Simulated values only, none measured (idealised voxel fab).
Process module under the name voxel capacitor over wiring
Cross-section cut spans 255 nm and uses square cells 5 nm in size.
Cross-section = grid of square cells, listed top down in bands; band = one or more rows. First you get the band's top height and its bottom height, in nm, and then the materials it's made of, left to right, with each width in nm. If you see a single material with "edge to edge", that one covers the band edge to edge. "empty" is empty space. Ref level 0: as-received wafer is one material below here. Bottom band extends down with no lower bound ("top 0, no bottom"). The width entry "30->40" should be interpreted row by row: the top row of cells in the band takes the first number, the bottom row takes the second number, and the change between adjacent rows is uniform throughout. Given "no alteration" for a step, no cell of the cross-section differs between before and after that step. Empty spaces counting at least 8 cells and having no open way to the top are listed in "Voids lacking openings". The notation width x height at distance is used for each, the distance being from the left edge and all three values in nm. after a step's settings: what the simulator itself notes on the step. The setting "overlay nm" may be written on the line of a step. When the step uses a mask, the value reports how far to the right of the planned place the mask lay, and a negative value reports that it lay to the left.
## So here's the lineup of process steps we planned
1) RECEIVE: material Si
2) CONFORMAL_DEP: material SiO2, thk nm 15
3) CONFORMAL_DEP: material SiCN, thk nm 5
4) DIRECTIONAL_DEP: material lowk, thk nm 15
5) PATTERN: tone open, mask id METAL_1, material resist, width nm 25, pitch nm 90, thk nm 15, overlay nm 0
6) DIRECTIONAL_ETCH: etch materials lowk, depth nm 15
7) DIRECTIONAL_ETCH: etch materials SiCN, depth nm 5
8) STRIP: etch materials resist
9) CONFORMAL_DEP: material TiN, thk nm 5
10) FILL_DEP: material Cu, thk nm 5
11) CMP: height nm 35
12) EPI: material Ru, thk nm 5
13) FILL_DEP: material SiCN, thk nm 5
14) DIRECTIONAL_DEP: material lowk, thk nm 15
15) DIRECTIONAL_DEP: material aC, thk nm 10
16) PATTERN: tone open, mask id PLUG_1, material resist, width nm 15, thk nm 25, overlay nm 0
17) DIRECTIONAL_ETCH: etch materials aC, depth nm 10
18) STRIP: etch materials resist
19) DIRECTIONAL_ETCH: etch materials lowk, depth nm 15
20) DIRECTIONAL_ETCH: etch materials SiCN, depth nm 5
21) STRIP: etch materials aC
22) EPI: material Ru, thk nm 10
23) EPI: material Ru, thk nm 10
24) DIRECTIONAL_DEP: material TiN, thk nm 5
25) DIRECTIONAL_DEP: material SiN, thk nm 5
26) DIRECTIONAL_DEP: material TiN, thk nm 10
27) MASKED_ETCH: tone cover, mask id UPPER_PLATE, width nm 70, etch materials TiN, depth nm 10, overlay nm 0
28) MASKED_ETCH: tone cover, mask id UPPER_PLATE, width nm 70, etch materials SiN, depth nm 5, overlay nm 0
29) PATTERN: tone cover, mask id LOWER_PLATE, material resist, width nm 80, thk nm 15, overlay nm 0
30) DIRECTIONAL_ETCH: etch materials TiN, depth nm 5
31) STRIP: etch materials resist
32) FILL_DEP: material SiO2, thk nm 15
33) CMP: height nm 90
34) PATTERN: tone open, mask id PLUG_2, material resist, width nm 15, thk nm 15, overlay nm 0
35) DIRECTIONAL_ETCH: etch materials SiO2, depth nm 10
36) STRIP: etch materials resist
37) CONFORMAL_DEP: material TiN, thk nm 5
38) FILL_DEP: material W, thk nm 5
39) CMP: height nm 90
40) CONFORMAL_DEP: material SiN, thk nm 5
## What follows covers the first of two wafers; it ran as planned
## Delivered wafer in cross-section: state after step 1
	top 0, no bottom | Si edge to edge
	Voids lacking openings: none
## Cross-section through the wafer, step 2 finished
	top 15, bottom 0 | SiO2 edge to edge
	Note: structure below 0 unchanged.
## Cross-section through the wafer, step 3 finished
	top 20, bottom 15 | SiCN edge to edge
	Note: structure below 15 unchanged.
## Cross-section through the wafer, step 4 finished
	top 35, bottom 20 | lowk edge to edge
	Note: structure below 20 unchanged.
## Cross-section through the wafer, step 5 finished
	top 50, bottom 35 | resist=70 | empty=25 | resist=65 | empty=25 | resist=70
	Note: structure below 35 unchanged.
## Cross-section through the wafer, step 6 finished
	top 50, bottom 35 | resist=70 | empty=25 | resist=65 | empty=25 | resist=70
	top 35, bottom 20 | lowk=70 | empty=25 | lowk=65 | empty=25 | lowk=70
	Note: structure below 20 unchanged.
## Cross-section through the wafer, step 7 finished
	top 50, bottom 35 | resist=70 | empty=25 | resist=65 | empty=25 | resist=70
	top 35, bottom 20 | lowk=70 | empty=25 | lowk=65 | empty=25 | lowk=70
	top 20, bottom 15 | SiCN=70 | empty=25 | SiCN=65 | empty=25 | SiCN=70
	Note: structure below 15 unchanged.
## Cross-section through the wafer, step 8 finished
	top 35, bottom 20 | lowk=70 | empty=25 | lowk=65 | empty=25 | lowk=70
	Note: structure below 20 unchanged.
## Cross-section through the wafer, step 9 finished
	top 40, bottom 35 | TiN=75 | empty=15 | TiN=75 | empty=15 | TiN=75
	top 35, bottom 20 | lowk=70 | TiN=5 | empty=15 | TiN=5 | lowk=65 | TiN=5 | empty=15 | TiN=5 | lowk=70
	top 20, bottom 15 | SiCN=70 | TiN=25 | SiCN=65 | TiN=25 | SiCN=70
	Note: structure below 15 unchanged.
## Cross-section through the wafer, step 10 finished
	top 45, bottom 40 | Cu edge to edge
	top 40, bottom 35 | TiN=75 | Cu=15 | TiN=75 | Cu=15 | TiN=75
	top 35, bottom 20 | lowk=70 | TiN=5 | Cu=15 | TiN=5 | lowk=65 | TiN=5 | Cu=15 | TiN=5 | lowk=70
	Note: structure below 20 unchanged.
## Cross-section through the wafer, step 11 finished
	top 35, bottom 20 | lowk=70 | TiN=5 | Cu=15 | TiN=5 | lowk=65 | TiN=5 | Cu=15 | TiN=5 | lowk=70
	Note: structure below 20 unchanged.
## Cross-section through the wafer, step 12 finished
	top 40, bottom 35 | empty=65 | Ru=35 | empty=55 | Ru=35 | empty=65
	Note: structure below 35 unchanged.
## Cross-section through the wafer, step 13 finished
	top 45, bottom 40 | SiCN edge to edge
	top 40, bottom 35 | SiCN=65 | Ru=35 | SiCN=55 | Ru=35 | SiCN=65
	Note: structure below 35 unchanged.
## Cross-section through the wafer, step 14 finished
	top 60, bottom 45 | lowk edge to edge
	Note: structure below 45 unchanged.
## Cross-section through the wafer, step 15 finished
	top 70, bottom 60 | aC edge to edge
	Note: structure below 60 unchanged.
## Cross-section through the wafer, step 16 finished
	top 95, bottom 70 | resist=80 | empty=15 | resist=160
	Note: structure below 70 unchanged.
## Cross-section through the wafer, step 17 finished
	top 85, bottom 70 | resist=80 | empty=15 | resist=160
	top 70, bottom 60 | aC=80 | empty=15 | aC=160
	Note: structure below 60 unchanged.
## Cross-section through the wafer, step 18 finished
	top 70, bottom 60 | aC=80 | empty=15 | aC=160
	Note: structure below 60 unchanged.
## Cross-section through the wafer, step 19 finished
	top 70, bottom 60 | aC=80 | empty=15 | aC=160
	top 60, bottom 45 | lowk=80 | empty=15 | lowk=160
	Note: structure below 45 unchanged.
## Cross-section through the wafer, step 20 finished
	top 70, bottom 60 | aC=80 | empty=15 | aC=160
	top 60, bottom 45 | lowk=80 | empty=15 | lowk=160
	top 45, bottom 40 | SiCN=80 | empty=15 | SiCN=160
	Note: structure below 40 unchanged.
## Cross-section through the wafer, step 21 finished
	top 60, bottom 45 | lowk=80 | empty=15 | lowk=160
	Note: structure below 45 unchanged.
## Cross-section through the wafer, step 22 finished
	top 60, bottom 50 | lowk=80 | empty=15 | lowk=160
	top 50, bottom 45 | lowk=80 | Ru=15 | lowk=160
	top 45, bottom 40 | SiCN=80 | Ru=15 | SiCN=160
	Note: structure below 40 unchanged.
## Cross-section through the wafer, step 23 finished
	top 60, bottom 45 | lowk=80 | Ru=15 | lowk=160
	Note: structure below 45 unchanged.
## Cross-section through the wafer, step 24 finished
	top 65, bottom 60 | TiN edge to edge
	Note: structure below 60 unchanged.
## Cross-section through the wafer, step 25 finished
	top 70, bottom 65 | SiN edge to edge
	Note: structure below 65 unchanged.
## Cross-section through the wafer, step 26 finished
	top 80, bottom 70 | TiN edge to edge
	Note: structure below 70 unchanged.
## Cross-section through the wafer, step 27 finished
	top 80, bottom 70 | empty=80 | TiN=70 | empty=105
	Note: structure below 70 unchanged.
## Cross-section through the wafer, step 28 finished
	top 80, bottom 70 | empty=80 | TiN=70 | empty=105
	top 70, bottom 65 | empty=80 | SiN=70 | empty=105
	Note: structure below 65 unchanged.
## Cross-section through the wafer, step 29 finished
	top 95, bottom 80 | empty=75 | resist=80 | empty=100
	top 80, bottom 70 | empty=75 | resist=5 | TiN=70 | resist=5 | empty=100
	top 70, bottom 65 | empty=75 | resist=5 | SiN=70 | resist=5 | empty=100
	Note: structure below 65 unchanged.
## Cross-section through the wafer, step 30 finished
	top 95, bottom 80 | empty=75 | resist=80 | empty=100
	top 80, bottom 70 | empty=75 | resist=5 | TiN=70 | resist=5 | empty=100
	top 70, bottom 65 | empty=75 | resist=5 | SiN=70 | resist=5 | empty=100
	top 65, bottom 60 | empty=75 | TiN=80 | empty=100
	Note: structure below 60 unchanged.
## Cross-section through the wafer, step 31 finished
	top 80, bottom 70 | empty=80 | TiN=70 | empty=105
	top 70, bottom 65 | empty=80 | SiN=70 | empty=105
	Note: structure below 65 unchanged.
## Cross-section through the wafer, step 32 finished
	top 95, bottom 80 | SiO2 edge to edge
	top 80, bottom 70 | SiO2=80 | TiN=70 | SiO2=105
	top 70, bottom 65 | SiO2=80 | SiN=70 | SiO2=105
	top 65, bottom 60 | SiO2=75 | TiN=80 | SiO2=100
	Note: structure below 60 unchanged.
## Cross-section through the wafer, step 33 finished
	top 90, bottom 80 | SiO2 edge to edge
	Note: structure below 80 unchanged.
## Cross-section through the wafer, step 34 finished
	top 105, bottom 90 | resist=90 | empty=15 | resist=150
	Note: structure below 90 unchanged.
## Cross-section through the wafer, step 35 finished
	top 105, bottom 90 | resist=90 | empty=15 | resist=150
	top 90, bottom 80 | SiO2=90 | empty=15 | SiO2=150
	Note: structure below 80 unchanged.
## Cross-section through the wafer, step 36 finished
	top 90, bottom 80 | SiO2=90 | empty=15 | SiO2=150
	Note: structure below 80 unchanged.
## Cross-section through the wafer, step 37 finished
	top 95, bottom 90 | TiN=95 | empty=5 | TiN=155
	top 90, bottom 85 | SiO2=90 | TiN=5 | empty=5 | TiN=5 | SiO2=150
	top 85, bottom 80 | SiO2=90 | TiN=15 | SiO2=150
	Note: structure below 80 unchanged.
## Cross-section through the wafer, step 38 finished
	top 100, bottom 95 | W edge to edge
	top 95, bottom 90 | TiN=95 | W=5 | TiN=155
	top 90, bottom 85 | SiO2=90 | TiN=5 | W=5 | TiN=5 | SiO2=150
	Note: structure below 85 unchanged.
## Cross-section through the wafer, step 39 finished
	top 90, bottom 85 | SiO2=90 | TiN=5 | W=5 | TiN=5 | SiO2=150
	Note: structure below 85 unchanged.
## Cross-section through the wafer, step 40 finished
	top 95, bottom 90 | SiN edge to edge
	Note: structure below 90 unchanged.
## Second Wafer (Identical Start and Plan, One Processing Error; Matches First Wafer Through Step 2)
## Cross-section of the second wafer when, according to plan, step 3 should have finished
	top 30, bottom 15 | lowk edge to edge
	Note: structure below 15 unchanged.
## Cross-section of the second wafer when, according to plan, step 4 should have finished
	top 35, bottom 30 | SiCN edge to edge
	Note: structure below 30 unchanged.
## Cross-section of the second wafer when, according to plan, step 5 should have finished
	top 50, bottom 35 | resist=70 | empty=25 | resist=65 | empty=25 | resist=70
	Note: structure below 35 unchanged.
Cross-section of the second wafer when, according to plan, step 6 should have finished: no alteration
## Cross-section of the second wafer when, according to plan, step 7 should have finished
	top 50, bottom 35 | resist=70 | empty=25 | resist=65 | empty=25 | resist=70
	top 35, bottom 30 | SiCN=70 | empty=25 | SiCN=65 | empty=25 | SiCN=70
	Note: structure below 30 unchanged.
## Cross-section of the second wafer when, according to plan, step 8 should have finished
	top 35, bottom 30 | SiCN=70 | empty=25 | SiCN=65 | empty=25 | SiCN=70
	Note: structure below 30 unchanged.
## Cross-section of the second wafer when, according to plan, step 9 should have finished
	top 40, bottom 35 | TiN=75 | empty=15 | TiN=75 | empty=15 | TiN=75
	top 35, bottom 30 | SiCN=70 | TiN=25 | SiCN=65 | TiN=25 | SiCN=70
	Note: structure below 30 unchanged.
## Cross-section of the second wafer when, according to plan, step 10 should have finished
	top 45, bottom 40 | Cu edge to edge
	top 40, bottom 35 | TiN=75 | Cu=15 | TiN=75 | Cu=15 | TiN=75
	Note: structure below 35 unchanged.
## Cross-section of the second wafer when, according to plan, step 11 should have finished
	top 35, bottom 30 | SiCN=70 | TiN=25 | SiCN=65 | TiN=25 | SiCN=70
	Note: structure below 30 unchanged.
## Cross-section of the second wafer when, according to plan, step 12 should have finished
	top 40, bottom 35 | empty=65 | Ru=35 | empty=55 | Ru=35 | empty=65
	Note: structure below 35 unchanged.
## Cross-section of the second wafer when, according to plan, step 13 should have finished
	top 45, bottom 40 | SiCN edge to edge
	top 40, bottom 35 | SiCN=65 | Ru=35 | SiCN=55 | Ru=35 | SiCN=65
	Note: structure below 35 unchanged.
## Cross-section of the second wafer when, according to plan, step 14 should have finished
	top 60, bottom 45 | lowk edge to edge
	Note: structure below 45 unchanged.
## Cross-section of the second wafer when, according to plan, step 15 should have finished
	top 70, bottom 60 | aC edge to edge
	Note: structure below 60 unchanged.
## Cross-section of the second wafer when, according to plan, step 16 should have finished
	top 95, bottom 70 | resist=80 | empty=15 | resist=160
	Note: structure below 70 unchanged.
## Cross-section of the second wafer when, according to plan, step 17 should have finished
	top 85, bottom 70 | resist=80 | empty=15 | resist=160
	top 70, bottom 60 | aC=80 | empty=15 | aC=160
	Note: structure below 60 unchanged.
## Cross-section of the second wafer when, according to plan, step 18 should have finished
	top 70, bottom 60 | aC=80 | empty=15 | aC=160
	Note: structure below 60 unchanged.
## Cross-section of the second wafer when, according to plan, step 19 should have finished
	top 70, bottom 60 | aC=80 | empty=15 | aC=160
	top 60, bottom 45 | lowk=80 | empty=15 | lowk=160
	Note: structure below 45 unchanged.
## Cross-section of the second wafer when, according to plan, step 20 should have finished
	top 70, bottom 60 | aC=80 | empty=15 | aC=160
	top 60, bottom 45 | lowk=80 | empty=15 | lowk=160
	top 45, bottom 40 | SiCN=80 | empty=15 | SiCN=160
	Note: structure below 40 unchanged.
## Cross-section of the second wafer when, according to plan, step 21 should have finished
	top 60, bottom 45 | lowk=80 | empty=15 | lowk=160
	Note: structure below 45 unchanged.
## Cross-section of the second wafer when, according to plan, step 22 should have finished
	top 60, bottom 50 | lowk=80 | empty=15 | lowk=160
	top 50, bottom 45 | lowk=80 | Ru=15 | lowk=160
	top 45, bottom 40 | SiCN=80 | Ru=15 | SiCN=160
	Note: structure below 40 unchanged.
## Cross-section of the second wafer when, according to plan, step 23 should have finished
	top 60, bottom 45 | lowk=80 | Ru=15 | lowk=160
	Note: structure below 45 unchanged.
## Cross-section of the second wafer when, according to plan, step 24 should have finished
	top 65, bottom 60 | TiN edge to edge
	Note: structure below 60 unchanged.
## Cross-section of the second wafer when, according to plan, step 25 should have finished
	top 70, bottom 65 | SiN edge to edge
	Note: structure below 65 unchanged.
## Cross-section of the second wafer when, according to plan, step 26 should have finished
	top 80, bottom 70 | TiN edge to edge
	Note: structure below 70 unchanged.
## Cross-section of the second wafer when, according to plan, step 27 should have finished
	top 80, bottom 70 | empty=80 | TiN=70 | empty=105
	Note: structure below 70 unchanged.
## Cross-section of the second wafer when, according to plan, step 28 should have finished
	top 80, bottom 70 | empty=80 | TiN=70 | empty=105
	top 70, bottom 65 | empty=80 | SiN=70 | empty=105
	Note: structure below 65 unchanged.
## Cross-section of the second wafer when, according to plan, step 29 should have finished
	top 95, bottom 80 | empty=75 | resist=80 | empty=100
	top 80, bottom 70 | empty=75 | resist=5 | TiN=70 | resist=5 | empty=100
	top 70, bottom 65 | empty=75 | resist=5 | SiN=70 | resist=5 | empty=100
	Note: structure below 65 unchanged.
## Cross-section of the second wafer when, according to plan, step 30 should have finished
	top 95, bottom 80 | empty=75 | resist=80 | empty=100
	top 80, bottom 70 | empty=75 | resist=5 | TiN=70 | resist=5 | empty=100
	top 70, bottom 65 | empty=75 | resist=5 | SiN=70 | resist=5 | empty=100
	top 65, bottom 60 | empty=75 | TiN=80 | empty=100
	Note: structure below 60 unchanged.
## Cross-section of the second wafer when, according to plan, step 31 should have finished
	top 80, bottom 70 | empty=80 | TiN=70 | empty=105
	top 70, bottom 65 | empty=80 | SiN=70 | empty=105
	Note: structure below 65 unchanged.
## Cross-section of the second wafer when, according to plan, step 32 should have finished
	top 95, bottom 80 | SiO2 edge to edge
	top 80, bottom 70 | SiO2=80 | TiN=70 | SiO2=105
	top 70, bottom 65 | SiO2=80 | SiN=70 | SiO2=105
	top 65, bottom 60 | SiO2=75 | TiN=80 | SiO2=100
	Note: structure below 60 unchanged.
## Cross-section of the second wafer when, according to plan, step 33 should have finished
	top 90, bottom 80 | SiO2 edge to edge
	Note: structure below 80 unchanged.
## Cross-section of the second wafer when, according to plan, step 34 should have finished
	top 105, bottom 90 | resist=90 | empty=15 | resist=150
	Note: structure below 90 unchanged.
## Cross-section of the second wafer when, according to plan, step 35 should have finished
	top 105, bottom 90 | resist=90 | empty=15 | resist=150
	top 90, bottom 80 | SiO2=90 | empty=15 | SiO2=150
	Note: structure below 80 unchanged.
## Cross-section of the second wafer when, according to plan, step 36 should have finished
	top 90, bottom 80 | SiO2=90 | empty=15 | SiO2=150
	Note: structure below 80 unchanged.
## Cross-section of the second wafer when, according to plan, step 37 should have finished
	top 95, bottom 90 | TiN=95 | empty=5 | TiN=155
	top 90, bottom 85 | SiO2=90 | TiN=5 | empty=5 | TiN=5 | SiO2=150
	top 85, bottom 80 | SiO2=90 | TiN=15 | SiO2=150
	Note: structure below 80 unchanged.
## Cross-section of the second wafer when, according to plan, step 38 should have finished
	top 100, bottom 95 | W edge to edge
	top 95, bottom 90 | TiN=95 | W=5 | TiN=155
	top 90, bottom 85 | SiO2=90 | TiN=5 | W=5 | TiN=5 | SiO2=150
	Note: structure below 85 unchanged.
## Cross-section of the second wafer when, according to plan, step 39 should have finished
	top 90, bottom 85 | SiO2=90 | TiN=5 | W=5 | TiN=5 | SiO2=150
	Note: structure below 85 unchanged.
## Cross-section of the second wafer when, according to plan, step 40 should have finished
	top 95, bottom 90 | SiN edge to edge
	Note: structure below 90 unchanged.
Heads up, the wafer didn't run the way we planned it: steps 3 and 4 traded places in the executed sequence
End of process, cell counts, second wafer against first, materials with more or fewer: Cu -18; TiN -12; lowk +30
